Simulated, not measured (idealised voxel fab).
The process module that follows is named voxel gate over fins.
Cross-sectional view cut (width: 155 nm; square cell size: 5 nm).
Reading order for cross-sections: top band down to bottom band. Underlying form: a grid of square cells. Band size: one or more rows of cells.
The band entry comprises the height of the band's top followed by the height of its bottom, expressed in nm, and subsequently the band's materials from left to right, each stated together with its width in nm. Where a single material is marked with the word "all across", that material fills the band from edge to edge. The word "air" represents empty space.
Height is counted from the level 0, under which the received wafer is composed throughout of one material. The lowest of the bands is not closed at the bottom but continues downward, in the notation "z 0 and below".
Width "30->40": first value at the band's top row of cells, second value at its bottom row, equal change from row to row.
Take "stayed the same" at face value: in the step it is given for, the cross-section changed in none of its cells.
Empty spaces counting at least 8 cells and having no open way to the top are listed in "Tabulated closed voids". The notation width x height at distance is used for each, the distance being from the left edge and all three values in nm.
The remark found on a step's line after its settings is issued by the simulator itself and pertains to that step.
overlay nm: on a step with a mask, how far right of its planned place the mask lay; negative means left.
From here on the document is pairs. In a pair, the cross-section before one process step comes with the cross-section after it, and the latter goes no deeper than the lowest band that changed. What lies in between, the step and its settings, is written under the pair. A pair may be from a different run of this module on the same starting wafer than the pair above it, so it continues from that pair only where its entry headed "Before-step section" says so.
-- Before-step section
  z 0 and below | Si all across
  Tabulated closed voids: none
-- Step Outcome
  z 10 to 0 | SiN all across
  No changes below 0.
  Tabulated closed voids: none
Between before and after above, the operation and settings are CONFORMAL_DEP | material SiN | thk nm 10
Before-step section: the cross-section after the pair above
-- Step Outcome
  z 20 to 10 | aC all across
  No changes below 10.
  Tabulated closed voids: none
Between before and after above, the operation and settings are DIRECTIONAL_DEP | material aC | thk nm 10
Before-step section: the cross-section after the pair above
-- Step Outcome
  z 50 to 20 | 35 nm air | 15 nm resist | 20 nm air | 15 nm resist | 20 nm air | 15 nm resist | 35 nm air
  No changes below 20.
  Tabulated closed voids: none
Between before and after above, the operation and settings are PATTERN | tone cover | mask id FINS | material resist | width nm 15 | pitch nm 35 | thk nm 30 | overlay nm 0
Before-step section: the cross-section after the pair above
-- Step Outcome
  z 40 to 20 | 35 nm air | 15 nm resist | 20 nm air | 15 nm resist | 20 nm air | 15 nm resist | 35 nm air
  z 20 to 10 | 35 nm air | 15 nm aC | 20 nm air | 15 nm aC | 20 nm air | 15 nm aC | 35 nm air
  No changes below 10.
  Tabulated closed voids: none
Between before and after above, the operation and settings are DIRECTIONAL_ETCH | etch materials aC | depth nm 10
Before-step section: the cross-section after the pair above
-- Step Outcome
  z 20 to 10 | 35 nm air | 15 nm aC | 20 nm air | 15 nm aC | 20 nm air | 15 nm aC | 35 nm air
  No changes below 10.
  Tabulated closed voids: none
Between before and after above, the operation and settings are STRIP | etch materials resist
Before-step section: the cross-section after the pair above
-- Step Outcome
  z 20 to 10 | 35 nm air | 15 nm aC | 20 nm air | 15 nm aC | 20 nm air | 15 nm aC | 35 nm air
  z 10 to 0 | 35 nm air | 15 nm SiN | 20 nm air | 15 nm SiN | 20 nm air | 15 nm SiN | 35 nm air
  No changes below 0.
  Tabulated closed voids: none
Between before and after above, the operation and settings are DIRECTIONAL_ETCH | etch materials SiN | depth nm 10
Before-step section: the cross-section after the pair above
-- Step Outcome
  z 20 to 10 | 35 nm air | 15 nm aC | 20 nm air | 15 nm aC | 20 nm air | 15 nm aC | 35 nm air
  z 10 to 0 | 35 nm air | 15 nm SiN | 20 nm air | 15 nm SiN | 20 nm air | 15 nm SiN | 35 nm air
  z 0 to -40 | 35 nm air | 15 nm Si | 20 nm air | 15 nm Si | 20 nm air | 15 nm Si | 35 nm air
  No changes below -40.
  Tabulated closed voids: none
Between before and after above, the operation and settings are DIRECTIONAL_ETCH | etch materials Si | depth nm 40
Before-step section: the cross-section after the pair above
-- Step Outcome
  z 10 to 0 | 35 nm air | 15 nm SiN | 20 nm air | 15 nm SiN | 20 nm air | 15 nm SiN | 35 nm air
  No changes below 0.
  Tabulated closed voids: none
Between before and after above, the operation and settings are STRIP | etch materials aC
Before-step section: the cross-section after the pair above
-- Step Outcome
  z 20 to 10 | SiO2 all across
  z 10 to 0 | 35 nm SiO2 | 15 nm SiN | 20 nm SiO2 | 15 nm SiN | 20 nm SiO2 | 15 nm SiN | 35 nm SiO2
  z 0 to -40 | 35 nm SiO2 | 15 nm Si | 20 nm SiO2 | 15 nm Si | 20 nm SiO2 | 15 nm Si | 35 nm SiO2
  No changes below -40.
  Tabulated closed voids: none
Between before and after above, the operation and settings are FILL_DEP | material SiO2 | thk nm 10
Before-step section: the cross-section after the pair above
-- Step Outcome
  z 10 to 0 | 35 nm SiO2 | 15 nm SiN | 20 nm SiO2 | 15 nm SiN | 20 nm SiO2 | 15 nm SiN | 35 nm SiO2
  No changes below 0.
  Tabulated closed voids: none
Between before and after above, the operation and settings are CMP | height nm 10
Before-step section: the cross-section after the pair above
-- Step Outcome
  z 10 to 0 | 35 nm air | 15 nm SiN | 20 nm air | 15 nm SiN | 20 nm air | 15 nm SiN | 35 nm air
  z 0 to -10 | 35 nm air | 15 nm Si | 20 nm air | 15 nm Si | 20 nm air | 15 nm Si | 35 nm air
  No changes below -10.
  Tabulated closed voids: none
Between before and after above, the operation and settings are SELECTIVE_ETCH | etch materials SiO2 | depth nm 20
Before-step section: the cross-section after the pair above
-- Step Outcome
  z 0 to -10 | 35 nm air | 15 nm Si | 20 nm air | 15 nm Si | 20 nm air | 15 nm Si | 35 nm air
  No changes below -10.
  Tabulated closed voids: none
Between before and after above, the operation and settings are STRIP | etch materials SiN
Before-step section: the cross-section after the pair above
-- Step Outcome
  z 5 to 0 | 30 nm air | 25 nm HfO2 | 10 nm air | 25 nm HfO2 | 10 nm air | 25 nm HfO2 | 30 nm air
  z 0 to -5 | 30 nm air | 5 nm HfO2 | 15 nm Si | 5 nm HfO2 | 10 nm air | 5 nm HfO2 | 15 nm Si | 5 nm HfO2 | 10 nm air | 5 nm HfO2 | 15 nm Si | 5 nm HfO2 | 30 nm air
  z -5 to -10 | 35 nm HfO2 | 15 nm Si | 20 nm HfO2 | 15 nm Si | 20 nm HfO2 | 15 nm Si | 35 nm HfO2
  No changes below -10.
  Tabulated closed voids: none
Between before and after above, the operation and settings are CONFORMAL_DEP | material HfO2 | thk nm 5
Before-step section: the cross-section after the pair above
-- Step Outcome
  z 10 to 5 | 25 nm air | 105 nm TiN | 25 nm air
  z 5 to 0 | 25 nm air | 5 nm TiN | 25 nm HfO2 | 10 nm TiN | 25 nm HfO2 | 10 nm TiN | 25 nm HfO2 | 5 nm TiN | 25 nm air
  z 0 to -5 | 30 nm TiN | 5 nm HfO2 | 15 nm Si | 5 nm HfO2 | 10 nm TiN | 5 nm HfO2 | 15 nm Si | 5 nm HfO2 | 10 nm TiN | 5 nm HfO2 | 15 nm Si | 5 nm HfO2 | 30 nm TiN
  No changes below -5.
  Tabulated closed voids: none
Between before and after above, the operation and settings are CONFORMAL_DEP | material TiN | thk nm 5
Before-step section: the cross-section after the pair above
-- Step Outcome
  z 15 to 10 | 20 nm air | 115 nm TiAl | 20 nm air
  z 10 to 5 | 20 nm air | 5 nm TiAl | 105 nm TiN | 5 nm TiAl | 20 nm air
  z 5 to 0 | 25 nm TiAl | 5 nm TiN | 25 nm HfO2 | 10 nm TiN | 25 nm HfO2 | 10 nm TiN | 25 nm HfO2 | 5 nm TiN | 25 nm TiAl
  No changes below 0.
  Tabulated closed voids: none
Between before and after above, the operation and settings are CONFORMAL_DEP | material TiAl | thk nm 5
Before-step section: the cross-section after the pair above
-- Step Outcome
  z 20 to 15 | 15 nm air | 125 nm TiN | 15 nm air
  z 15 to 10 | 15 nm air | 5 nm TiN | 115 nm TiAl | 5 nm TiN | 15 nm air
  z 10 to 5 | 20 nm TiN | 5 nm TiAl | 105 nm TiN | 5 nm TiAl | 20 nm TiN
  No changes below 5.
  Tabulated closed voids: none
Between before and after above, the operation and settings are CONFORMAL_DEP | material TiN | thk nm 5
Before-step section: the cross-section after the pair above
-- Step Outcome
  z 35 to 20 | W all across
  z 20 to 15 | 15 nm W | 125 nm TiN | 15 nm W
  z 15 to 10 | 15 nm W | 5 nm TiN | 115 nm TiAl | 5 nm TiN | 15 nm W
  No changes below 10.
  Tabulated closed voids: none
Between before and after above, the operation and settings are FILL_DEP | material W | thk nm 15
Before-step section: the cross-section after the pair above
-- Step Outcome
  z 30 to 20 | W all across
  No changes below 20.
  Tabulated closed voids: none
Between before and after above, the operation and settings are CMP | height nm 30
Before-step section: the cross-section after the pair above
-- Step Outcome
  z 35 to 30 | SiN all across
  No changes below 30.
  Tabulated closed voids: none
Between before and after above, the operation and settings are CONFORMAL_DEP | material SiN | thk nm 5
-- Before-step section
  z 5 to 0 | 30 nm air | 25 nm HfO2 | 10 nm air | 25 nm HfO2 | 10 nm air | 25 nm HfO2 | 30 nm air
  z 0 to -5 | 30 nm air | 5 nm HfO2 | 15 nm Si | 5 nm HfO2 | 10 nm air | 5 nm HfO2 | 15 nm Si | 5 nm HfO2 | 10 nm air | 5 nm HfO2 | 15 nm Si | 5 nm HfO2 | 30 nm air
  z -5 to -10 | 35 nm HfO2 | 15 nm Si | 20 nm HfO2 | 15 nm Si | 20 nm HfO2 | 15 nm Si | 35 nm HfO2
  z -10 to -40 | 35 nm SiO2 | 15 nm Si | 20 nm SiO2 | 15 nm Si | 20 nm SiO2 | 15 nm Si | 35 nm SiO2
  z -40 and below | Si all across
  Tabulated closed voids: none
-- Step Outcome
  z 10 to 5 | 25 nm air | 105 nm TiAl | 25 nm air
  z 5 to 0 | 25 nm air | 5 nm TiAl | 25 nm HfO2 | 10 nm TiAl | 25 nm HfO2 | 10 nm TiAl | 25 nm HfO2 | 5 nm TiAl | 25 nm air
  z 0 to -5 | 30 nm TiAl | 5 nm HfO2 | 15 nm Si | 5 nm HfO2 | 10 nm TiAl | 5 nm HfO2 | 15 nm Si | 5 nm HfO2 | 10 nm TiAl | 5 nm HfO2 | 15 nm Si | 5 nm HfO2 | 30 nm TiAl
  No changes below -5.
  Tabulated closed voids: none
Between before and after above, the operation and settings are CONFORMAL_DEP | material TiAl | thk nm 5
Before-step section: the cross-section after the pair above
-- Step Outcome
  z 15 to 10 | 20 nm air | 115 nm TiN | 20 nm air
  z 10 to 5 | 20 nm air | 5 nm TiN | 105 nm TiAl | 5 nm TiN | 20 nm air
  z 5 to 0 | 25 nm TiN | 5 nm TiAl | 25 nm HfO2 | 10 nm TiAl | 25 nm HfO2 | 10 nm TiAl | 25 nm HfO2 | 5 nm TiAl | 25 nm TiN
  No changes below 0.
  Tabulated closed voids: none
Between before and after above, the operation and settings are CONFORMAL_DEP | material TiN | thk nm 5
Before-step section: the cross-section after the pair above
-- Step Outcome
  z 30 to 15 | W all across
  z 15 to 10 | 20 nm W | 115 nm TiN | 20 nm W
  z 10 to 5 | 20 nm W | 5 nm TiN | 105 nm TiAl | 5 nm TiN | 20 nm W
  No changes below 5.
  Tabulated closed voids: none
Between before and after above, the operation and settings are FILL_DEP | material W | thk nm 15
Before-step section: the cross-section after the pair above
-- Step Outcome
  z 35 to 30 | SiN all across
  No changes below 30.
  Tabulated closed voids: none
Between before and after above, the operation and settings are CONFORMAL_DEP | material SiN | thk nm 5
-- Before-step section
  z 10 to 0 | 35 nm air | 15 nm SiN | 20 nm air | 15 nm SiN | 20 nm air | 15 nm SiN | 35 nm air
  z 0 to -10 | 35 nm air | 15 nm Si | 20 nm air | 15 nm Si | 20 nm air | 15 nm Si | 35 nm air
  z -10 to -40 | 35 nm SiO2 | 15 nm Si | 20 nm SiO2 | 15 nm Si | 20 nm SiO2 | 15 nm Si | 35 nm SiO2
  z -40 and below | Si all across
  Tabulated closed voids: none
-- Step Outcome
  z 10 to 0 | 35 nm air | 15 nm SiN | 20 nm air | 15 nm SiN | 20 nm air | 15 nm SiN | 35 nm air
  z 0 to -30 | 35 nm air | 15 nm Si | 20 nm air | 15 nm Si | 20 nm air | 15 nm Si | 35 nm air
  No changes below -30.
  Tabulated closed voids: none
Between before and after above, the operation and settings are SELECTIVE_ETCH | etch materials SiO2 | depth nm 20
Before-step section: the cross-section after the pair above
-- Step Outcome
  z 0 to -30 | 35 nm air | 15 nm Si | 20 nm air | 15 nm Si | 20 nm air | 15 nm Si | 35 nm air
  No changes below -30.
  Tabulated closed voids: none
Between before and after above, the operation and settings are STRIP | etch materials SiN
Before-step section: the cross-section after the pair above
-- Step Outcome
  z 5 to 0 | 30 nm air | 25 nm HfO2 | 10 nm air | 25 nm HfO2 | 10 nm air | 25 nm HfO2 | 30 nm air
  z 0 to -25 | 30 nm air | 5 nm HfO2 | 15 nm Si | 5 nm HfO2 | 10 nm air | 5 nm HfO2 | 15 nm Si | 5 nm HfO2 | 10 nm air | 5 nm HfO2 | 15 nm Si | 5 nm HfO2 | 30 nm air
  z -25 to -30 | 35 nm HfO2 | 15 nm Si | 20 nm HfO2 | 15 nm Si | 20 nm HfO2 | 15 nm Si | 35 nm HfO2
  No changes below -30.
  Tabulated closed voids: none
Between before and after above, the operation and settings are CONFORMAL_DEP | material HfO2 | thk nm 5
Before-step section: the cross-section after the pair above
-- Step Outcome
  z 10 to 5 | 25 nm air | 105 nm TiN | 25 nm air
  z 5 to 0 | 25 nm air | 5 nm TiN | 25 nm HfO2 | 10 nm TiN | 25 nm HfO2 | 10 nm TiN | 25 nm HfO2 | 5 nm TiN | 25 nm air
  z 0 to -20 | 25 nm air | 5 nm TiN | 5 nm HfO2 | 15 nm Si | 5 nm HfO2 | 10 nm TiN | 5 nm HfO2 | 15 nm Si | 5 nm HfO2 | 10 nm TiN | 5 nm HfO2 | 15 nm Si | 5 nm HfO2 | 5 nm TiN | 25 nm air
  z -20 to -25 | 30 nm TiN | 5 nm HfO2 | 15 nm Si | 5 nm HfO2 | 10 nm TiN | 5 nm HfO2 | 15 nm Si | 5 nm HfO2 | 10 nm TiN | 5 nm HfO2 | 15 nm Si | 5 nm HfO2 | 30 nm TiN
  No changes below -25.
  Tabulated closed voids: none
Between before and after above, the operation and settings are CONFORMAL_DEP | material TiN | thk nm 5
Before-step section: the cross-section after the pair above
-- Step Outcome
  z 15 to 10 | 20 nm air | 115 nm TiAl | 20 nm air
  z 10 to 5 | 20 nm air | 5 nm TiAl | 105 nm TiN | 5 nm TiAl | 20 nm air
  z 5 to 0 | 20 nm air | 5 nm TiAl | 5 nm TiN | 25 nm HfO2 | 10 nm TiN | 25 nm HfO2 | 10 nm TiN | 25 nm HfO2 | 5 nm TiN | 5 nm TiAl | 20 nm air
  z 0 to -15 | 20 nm air | 5 nm TiAl | 5 nm TiN | 5 nm HfO2 | 15 nm Si | 5 nm HfO2 | 10 nm TiN | 5 nm HfO2 | 15 nm Si | 5 nm HfO2 | 10 nm TiN | 5 nm HfO2 | 15 nm Si | 5 nm HfO2 | 5 nm TiN | 5 nm TiAl | 20 nm air
  z -15 to -20 | 25 nm TiAl | 5 nm TiN | 5 nm HfO2 | 15 nm Si | 5 nm HfO2 | 10 nm TiN | 5 nm HfO2 | 15 nm Si | 5 nm HfO2 | 10 nm TiN | 5 nm HfO2 | 15 nm Si | 5 nm HfO2 | 5 nm TiN | 25 nm TiAl
  No changes below -20.
  Tabulated closed voids: none
Between before and after above, the operation and settings are CONFORMAL_DEP | material TiAl | thk nm 5
Before-step section: the cross-section after the pair above
-- Step Outcome
  z 20 to 15 | 15 nm air | 125 nm TiN | 15 nm air
  z 15 to 10 | 15 nm air | 5 nm TiN | 115 nm TiAl | 5 nm TiN | 15 nm air
  z 10 to 5 | 15 nm air | 5 nm TiN | 5 nm TiAl | 105 nm TiN | 5 nm TiAl | 5 nm TiN | 15 nm air
  z 5 to 0 | 15 nm air | 5 nm TiN | 5 nm TiAl | 5 nm TiN | 25 nm HfO2 | 10 nm TiN | 25 nm HfO2 | 10 nm TiN | 25 nm HfO2 | 5 nm TiN | 5 nm TiAl | 5 nm TiN | 15 nm air
  z 0 to -10 | 15 nm air | 5 nm TiN | 5 nm TiAl | 5 nm TiN | 5 nm HfO2 | 15 nm Si | 5 nm HfO2 | 10 nm TiN | 5 nm HfO2 | 15 nm Si | 5 nm HfO2 | 10 nm TiN | 5 nm HfO2 | 15 nm Si | 5 nm HfO2 | 5 nm TiN | 5 nm TiAl | 5 nm TiN | 15 nm air
  z -10 to -15 | 20 nm TiN | 5 nm TiAl | 5 nm TiN | 5 nm HfO2 | 15 nm Si | 5 nm HfO2 | 10 nm TiN | 5 nm HfO2 | 15 nm Si | 5 nm HfO2 | 10 nm TiN | 5 nm HfO2 | 15 nm Si | 5 nm HfO2 | 5 nm TiN | 5 nm TiAl | 20 nm TiN
  No changes below -15.
  Tabulated closed voids: none
Between before and after above, the operation and settings are CONFORMAL_DEP | material TiN | thk nm 5
Before-step section: the cross-section after the pair above
-- Step Outcome
  z 35 to 20 | W all across
  z 20 to 15 | 15 nm W | 125 nm TiN | 15 nm W
  z 15 to 10 | 15 nm W | 5 nm TiN | 115 nm TiAl | 5 nm TiN | 15 nm W
  z 10 to 5 | 15 nm W | 5 nm TiN | 5 nm TiAl | 105 nm TiN | 5 nm TiAl | 5 nm TiN | 15 nm W
  z 5 to 0 | 15 nm W | 5 nm TiN | 5 nm TiAl | 5 nm TiN | 25 nm HfO2 | 10 nm TiN | 25 nm HfO2 | 10 nm TiN | 25 nm HfO2 | 5 nm TiN | 5 nm TiAl | 5 nm TiN | 15 nm W
  z 0 to -10 | 15 nm W | 5 nm TiN | 5 nm TiAl | 5 nm TiN | 5 nm HfO2 | 15 nm Si | 5 nm HfO2 | 10 nm TiN | 5 nm HfO2 | 15 nm Si | 5 nm HfO2 | 10 nm TiN | 5 nm HfO2 | 15 nm Si | 5 nm HfO2 | 5 nm TiN | 5 nm TiAl | 5 nm TiN | 15 nm W
  No changes below -10.
  Tabulated closed voids: none
Between before and after above, the operation and settings are FILL_DEP | material W | thk nm 15
Before-step section: the cross-section after the pair above
-- Step Outcome
  z 30 to 20 | W all across
  No changes below 20.
  Tabulated closed voids: none
Between before and after above, the operation and settings are CMP | height nm 30
Before-step section: the cross-section after the pair above
-- Step Outcome
  z 35 to 30 | SiN all across
  No changes below 30.
  Tabulated closed voids: none
Between before and after above, the operation and settings are CONFORMAL_DEP | material SiN | thk nm 5
-- Before-step section
  z 10 to 0 | 35 nm SiO2 | 15 nm SiN | 20 nm SiO2 | 15 nm SiN | 20 nm SiO2 | 15 nm SiN | 35 nm SiO2
  z 0 to -40 | 35 nm SiO2 | 15 nm Si | 20 nm SiO2 | 15 nm Si | 20 nm SiO2 | 15 nm Si | 35 nm SiO2
  z -40 and below | Si all across
  Tabulated closed voids: none
-- Step Outcome
  z 10 to 0 | 35 nm SiO2 | 15 nm air | 20 nm SiO2 | 15 nm air | 20 nm SiO2 | 15 nm air | 35 nm SiO2
  No changes below 0.
  Tabulated closed voids: none
Between before and after above, the operation and settings are STRIP | etch materials SiN
Before-step section: the cross-section after the pair above
-- Step Outcome
  z 0 to -10 | 35 nm air | 15 nm Si | 20 nm air | 15 nm Si | 20 nm air | 15 nm Si | 35 nm air
  z -10 to -20 | 15 nm SiO2 | 20 nm air | 15 nm Si | 20 nm air | 15 nm Si | 20 nm air | 15 nm Si | 20 nm air | 15 nm SiO2
  No changes below -20.
  Tabulated closed voids: none
Between before and after above, the operation and settings are SELECTIVE_ETCH | etch materials SiO2 | depth nm 20
Before-step section: the cross-section after the pair above
-- Step Outcome
  z 5 to 0 | 30 nm air | 25 nm HfO2 | 10 nm air | 25 nm HfO2 | 10 nm air | 25 nm HfO2 | 30 nm air
  z 0 to -5 | 30 nm air | 5 nm HfO2 | 15 nm Si | 5 nm HfO2 | 10 nm air | 5 nm HfO2 | 15 nm Si | 5 nm HfO2 | 10 nm air | 5 nm HfO2 | 15 nm Si | 5 nm HfO2 | 30 nm air
  z -5 to -10 | 20 nm HfO2 | 10 nm air | 5 nm HfO2 | 15 nm Si | 5 nm HfO2 | 10 nm air | 5 nm HfO2 | 15 nm Si | 5 nm HfO2 | 10 nm air | 5 nm HfO2 | 15 nm Si | 5 nm HfO2 | 10 nm air | 20 nm HfO2
  z -10 to -15 | 15 nm SiO2 | 5 nm HfO2 | 10 nm air | 5 nm HfO2 | 15 nm Si | 5 nm HfO2 | 10 nm air | 5 nm HfO2 | 15 nm Si | 5 nm HfO2 | 10 nm air | 5 nm HfO2 | 15 nm Si | 5 nm HfO2 | 10 nm air | 5 nm HfO2 | 15 nm SiO2
  z -15 to -20 | 15 nm SiO2 | 20 nm HfO2 | 15 nm Si | 20 nm HfO2 | 15 nm Si | 20 nm HfO2 | 15 nm Si | 20 nm HfO2 | 15 nm SiO2
  No changes below -20.
  Tabulated closed voids: none
Between before and after above, the operation and settings are CONFORMAL_DEP | material HfO2 | thk nm 5
Before-step section: the cross-section after the pair above
-- Step Outcome
  z 10 to 5 | 25 nm air | 105 nm TiN | 25 nm air
  z 5 to 0 | 25 nm air | 5 nm TiN | 25 nm HfO2 | 10 nm TiN | 25 nm HfO2 | 10 nm TiN | 25 nm HfO2 | 5 nm TiN | 25 nm air
  z 0 to -5 | 30 nm TiN | 5 nm HfO2 | 15 nm Si | 5 nm HfO2 | 10 nm TiN | 5 nm HfO2 | 15 nm Si | 5 nm HfO2 | 10 nm TiN | 5 nm HfO2 | 15 nm Si | 5 nm HfO2 | 30 nm TiN
  z -5 to -10 | 20 nm HfO2 | 10 nm TiN | 5 nm HfO2 | 15 nm Si | 5 nm HfO2 | 10 nm TiN | 5 nm HfO2 | 15 nm Si | 5 nm HfO2 | 10 nm TiN | 5 nm HfO2 | 15 nm Si | 5 nm HfO2 | 10 nm TiN | 20 nm HfO2
  z -10 to -15 | 15 nm SiO2 | 5 nm HfO2 | 10 nm TiN | 5 nm HfO2 | 15 nm Si | 5 nm HfO2 | 10 nm TiN | 5 nm HfO2 | 15 nm Si | 5 nm HfO2 | 10 nm TiN | 5 nm HfO2 | 15 nm Si | 5 nm HfO2 | 10 nm TiN | 5 nm HfO2 | 15 nm SiO2
  No changes below -15.
  Tabulated closed voids: none
Between before and after above, the operation and settings are CONFORMAL_DEP | material TiN | thk nm 5
Before-step section: the cross-section after the pair above
-- Step Outcome
  z 15 to 10 | 20 nm air | 115 nm TiAl | 20 nm air
  z 10 to 5 | 20 nm air | 5 nm TiAl | 105 nm TiN | 5 nm TiAl | 20 nm air
  z 5 to 0 | 25 nm TiAl | 5 nm TiN | 25 nm HfO2 | 10 nm TiN | 25 nm HfO2 | 10 nm TiN | 25 nm HfO2 | 5 nm TiN | 25 nm TiAl
  No changes below 0.
  Tabulated closed voids: none
Between before and after above, the operation and settings are CONFORMAL_DEP | material TiAl | thk nm 5
Before-step section: the cross-section after the pair above
-- Step Outcome
  z 20 to 15 | 15 nm air | 125 nm TiN | 15 nm air
  z 15 to 10 | 15 nm air | 5 nm TiN | 115 nm TiAl | 5 nm TiN | 15 nm air
  z 10 to 5 | 20 nm TiN | 5 nm TiAl | 105 nm TiN | 5 nm TiAl | 20 nm TiN
  No changes below 5.
  Tabulated closed voids: none
Between before and after above, the operation and settings are CONFORMAL_DEP | material TiN | thk nm 5
Before-step section: the cross-section after the pair above
-- Step Outcome
  z 35 to 20 | W all across
  z 20 to 15 | 15 nm W | 125 nm TiN | 15 nm W
  z 15 to 10 | 15 nm W | 5 nm TiN | 115 nm TiAl | 5 nm TiN | 15 nm W
  No changes below 10.
  Tabulated closed voids: none
Between before and after above, the operation and settings are FILL_DEP | material W | thk nm 15
Before-step section: the cross-section after the pair above
-- Step Outcome
  z 30 to 20 | W all across
  No changes below 20.
  Tabulated closed voids: none
Between before and after above, the operation and settings are CMP | height nm 30
Before-step section: the cross-section after the pair above
-- Step Outcome
  z 35 to 30 | SiN all across
  No changes below 30.
  Tabulated closed voids: none
Between before and after above, the operation and settings are CONFORMAL_DEP | material SiN | thk nm 5
-- Before-step section
  z 30 to 20 | W all across
  z 20 to 15 | 15 nm W | 125 nm TiN | 15 nm W
  z 15 to 10 | 15 nm W | 5 nm TiN | 115 nm TiAl | 5 nm TiN | 15 nm W
  z 10 to 5 | 20 nm TiN | 5 nm TiAl | 105 nm TiN | 5 nm TiAl | 20 nm TiN
  z 5 to 0 | 25 nm TiAl | 5 nm TiN | 25 nm HfO2 | 10 nm TiN | 25 nm HfO2 | 10 nm TiN | 25 nm HfO2 | 5 nm TiN | 25 nm TiAl
  z 0 to -5 | 30 nm TiN | 5 nm HfO2 | 15 nm Si | 5 nm HfO2 | 10 nm TiN | 5 nm HfO2 | 15 nm Si | 5 nm HfO2 | 10 nm TiN | 5 nm HfO2 | 15 nm Si | 5 nm HfO2 | 30 nm TiN
  z -5 to -10 | 35 nm HfO2 | 15 nm Si | 20 nm HfO2 | 15 nm Si | 20 nm HfO2 | 15 nm Si | 35 nm HfO2
  z -10 to -40 | 35 nm SiO2 | 15 nm Si | 20 nm SiO2 | 15 nm Si | 20 nm SiO2 | 15 nm Si | 35 nm SiO2
  z -40 and below | Si all across
  Tabulated closed voids: none
-- Step Outcome
  z 45 to 30 | SiN all across
  No changes below 30.
  Tabulated closed voids: none
Between before and after above, the operation and settings are CONFORMAL_DEP | material SiN | thk nm 15
-- Before-step section
  z 20 to 10 | aC all across
  z 10 to 0 | SiN all across
  z 0 and below | Si all across
  Tabulated closed voids: none
-- Step Outcome
  z 50 to 20 | 35 nm air | 20 nm resist | 15 nm air | 20 nm resist | 15 nm air | 20 nm resist | 30 nm air
  No changes below 20.
  Tabulated closed voids: none
Between before and after above, the operation and settings are PATTERN | tone cover | mask id FINS | material resist | width nm 20 | pitch nm 35 | thk nm 30 | overlay nm 0
Before-step section: the cross-section after the pair above
-- Step Outcome
  z 40 to 20 | 35 nm air | 20 nm resist | 15 nm air | 20 nm resist | 15 nm air | 20 nm resist | 30 nm air
  z 20 to 10 | 35 nm air | 20 nm aC | 15 nm air | 20 nm aC | 15 nm air | 20 nm aC | 30 nm air
  No changes below 10.
  Tabulated closed voids: none
Between before and after above, the operation and settings are DIRECTIONAL_ETCH | etch materials aC | depth nm 10
Before-step section: the cross-section after the pair above
-- Step Outcome
  z 20 to 10 | 35 nm air | 20 nm aC | 15 nm air | 20 nm aC | 15 nm air | 20 nm aC | 30 nm air
  No changes below 10.
  Tabulated closed voids: none
Between before and after above, the operation and settings are STRIP | etch materials resist
Before-step section: the cross-section after the pair above
-- Step Outcome
  z 20 to 10 | 35 nm air | 20 nm aC | 15 nm air | 20 nm aC | 15 nm air | 20 nm aC | 30 nm air
  z 10 to 0 | 35 nm air | 20 nm SiN | 15 nm air | 20 nm SiN | 15 nm air | 20 nm SiN | 30 nm air
  No changes below 0.
  Tabulated closed voids: none
Between before and after above, the operation and settings are DIRECTIONAL_ETCH | etch materials SiN | depth nm 10
Before-step section: the cross-section after the pair above
-- Step Outcome
  z 20 to 10 | 35 nm air | 20 nm aC | 15 nm air | 20 nm aC | 15 nm air | 20 nm aC | 30 nm air
  z 10 to 0 | 35 nm air | 20 nm SiN | 15 nm air | 20 nm SiN | 15 nm air | 20 nm SiN | 30 nm air
  z 0 to -40 | 35 nm air | 20 nm Si | 15 nm air | 20 nm Si | 15 nm air | 20 nm Si | 30 nm air
  No changes below -40.
  Tabulated closed voids: none
Between before and after above, the operation and settings are DIRECTIONAL_ETCH | etch materials Si | depth nm 40
Before-step section: the cross-section after the pair above
-- Step Outcome
  z 10 to 0 | 35 nm air | 20 nm SiN | 15 nm air | 20 nm SiN | 15 nm air | 20 nm SiN | 30 nm air
  No changes below 0.
  Tabulated closed voids: none
Between before and after above, the operation and settings are STRIP | etch materials aC
Before-step section: the cross-section after the pair above
-- Step Outcome
  z 20 to 10 | SiO2 all across
  z 10 to 0 | 35 nm SiO2 | 20 nm SiN | 15 nm SiO2 | 20 nm SiN | 15 nm SiO2 | 20 nm SiN | 30 nm SiO2
  z 0 to -40 | 35 nm SiO2 | 20 nm Si | 15 nm SiO2 | 20 nm Si | 15 nm SiO2 | 20 nm Si | 30 nm SiO2
  No changes below -40.
  Tabulated closed voids: none
Between before and after above, the operation and settings are FILL_DEP | material SiO2 | thk nm 10
Before-step section: the cross-section after the pair above
-- Step Outcome
  z 10 to 0 | 35 nm SiO2 | 20 nm SiN | 15 nm SiO2 | 20 nm SiN | 15 nm SiO2 | 20 nm SiN | 30 nm SiO2
  No changes below 0.
  Tabulated closed voids: none
Between before and after above, the operation and settings are CMP | height nm 10
Before-step section: the cross-section after the pair above
-- Step Outcome
  z 10 to 0 | 35 nm air | 20 nm SiN | 15 nm air | 20 nm SiN | 15 nm air | 20 nm SiN | 30 nm air
  z 0 to -10 | 35 nm air | 20 nm Si | 15 nm air | 20 nm Si | 15 nm air | 20 nm Si | 30 nm air
  No changes below -10.
  Tabulated closed voids: none
Between before and after above, the operation and settings are SELECTIVE_ETCH | etch materials SiO2 | depth nm 20
Before-step section: the cross-section after the pair above
-- Step Outcome
  z 0 to -10 | 35 nm air | 20 nm Si | 15 nm air | 20 nm Si | 15 nm air | 20 nm Si | 30 nm air
  No changes below -10.
  Tabulated closed voids: none
Between before and after above, the operation and settings are STRIP | etch materials SiN
Before-step section: the cross-section after the pair above
-- Step Outcome
  z 5 to 0 | 30 nm air | 30 nm HfO2 | 5 nm air | 30 nm HfO2 | 5 nm air | 30 nm HfO2 | 25 nm air
  z 0 to -5 | 30 nm air | 5 nm HfO2 | 20 nm Si | 5 nm HfO2 | 5 nm air | 5 nm HfO2 | 20 nm Si | 5 nm HfO2 | 5 nm air | 5 nm HfO2 | 20 nm Si | 5 nm HfO2 | 25 nm air
  z -5 to -10 | 35 nm HfO2 | 20 nm Si | 15 nm HfO2 | 20 nm Si | 15 nm HfO2 | 20 nm Si | 30 nm HfO2
  No changes below -10.
  Tabulated closed voids: none
Between before and after above, the operation and settings are CONFORMAL_DEP | material HfO2 | thk nm 5
